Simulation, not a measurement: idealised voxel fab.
Process module heading - voxel trench capacitor
cross-section cut | 275 nm wide | cells 5 nm
Cross-section format: a grid of square cells, given as bands from top to bottom; each band is one or more rows of cells.
For a band, the entry starts with two heights in nm, that of the top and then that of the bottom, and carries on with the band's materials in order from left to right, each alongside its width in nm; the word "everywhere" beside a single material means it fills the band edge to edge, and "air" means empty space.
The level at which height equals 0 is the one under which the wafer, as it arrives, is entirely one material. No lower edge exists for the bottom band, which continues downward and is notated as in "0 nm and below".
When a width is written as two numbers, as in "30->40", the first number is the width in the top row of cells of the band and the second is the width in its bottom row, and the width changes by the same amount from each row to the next.
What does "remained the same" mean for a step? It means no cell of the cross-section changed in that step.
Under "Enclosed void list" you'll find the enclosed gaps, the ones with no way out to the top, that are 8 cells or bigger; each reads width x height at distance, with distance counted from the left edge, everything in nm.
Whatever follows a step's settings on its line is a remark the simulator itself makes about that step.
overlay nm: on a step with a mask, how far right of its planned place the mask lay; negative means left.
### Process steps foreseen in the plan
1) op RECEIVE | material Si
2) op CONFORMAL_DEP | material SiN | thk nm 10
3) op PATTERN | tone open | mask id TRENCH | material resist | width nm 20 | pitch nm 50 | thk nm 15 | overlay nm 0
4) op DIRECTIONAL_ETCH | etch materials SiN | depth nm 10
5) op DIRECTIONAL_ETCH | etch materials Si | depth nm 30
6) op STRIP | etch materials resist
7) op CONFORMAL_DEP | material Al2O3 | thk nm 5
8) op FILL_DEP | material polySi | thk nm 10
9) op CMP | height nm 10
### As-received state of the wafer in cross-section, equivalent to post-step 1
0 nm and below = Si everywhere
Enclosed void list: none
### Here's the cross-section of the first of our two wafers at the end of the module - it ran as planned
10 nm to 0 nm = 100 nm SiN; 5 nm Al2O3; 10 nm polySi; 5 nm Al2O3; 30 nm SiN; 5 nm Al2O3; 10 nm polySi; 5 nm Al2O3; 105 nm SiN
0 nm to -25 nm = 100 nm Si; 5 nm Al2O3; 10 nm polySi; 5 nm Al2O3; 30 nm Si; 5 nm Al2O3; 10 nm polySi; 5 nm Al2O3; 105 nm Si
-25 nm to -30 nm = 100 nm Si; 20 nm Al2O3; 30 nm Si; 20 nm Al2O3; 105 nm Si
-30 nm and below = Si everywhere
Enclosed void list: none
### Second of two wafers, module complete, sectioned: it shares the first wafer's start and plan but was run with one mistake
10 nm to 0 nm = 105 nm SiN; 10 nm polySi; 40 nm SiN; 10 nm polySi; 110 nm SiN
0 nm to -25 nm = 100 nm Si; 5 nm SiN; 10 nm polySi; 5 nm SiN; 30 nm Si; 5 nm SiN; 10 nm polySi; 5 nm SiN; 105 nm Si
-25 nm to -30 nm = 100 nm Si; 20 nm SiN; 30 nm Si; 20 nm SiN; 105 nm Si
-30 nm and below = Si everywhere
Enclosed void list: none
What broke from the plan during processing? step 7 did not use the planned setting and instead ran as op CONFORMAL_DEP | material SiN | thk nm 5
Looking at both finished wafers in cells, the second ends up ahead of or behind the first on some materials: 36 fewer of Al2O3, 36 more of SiN
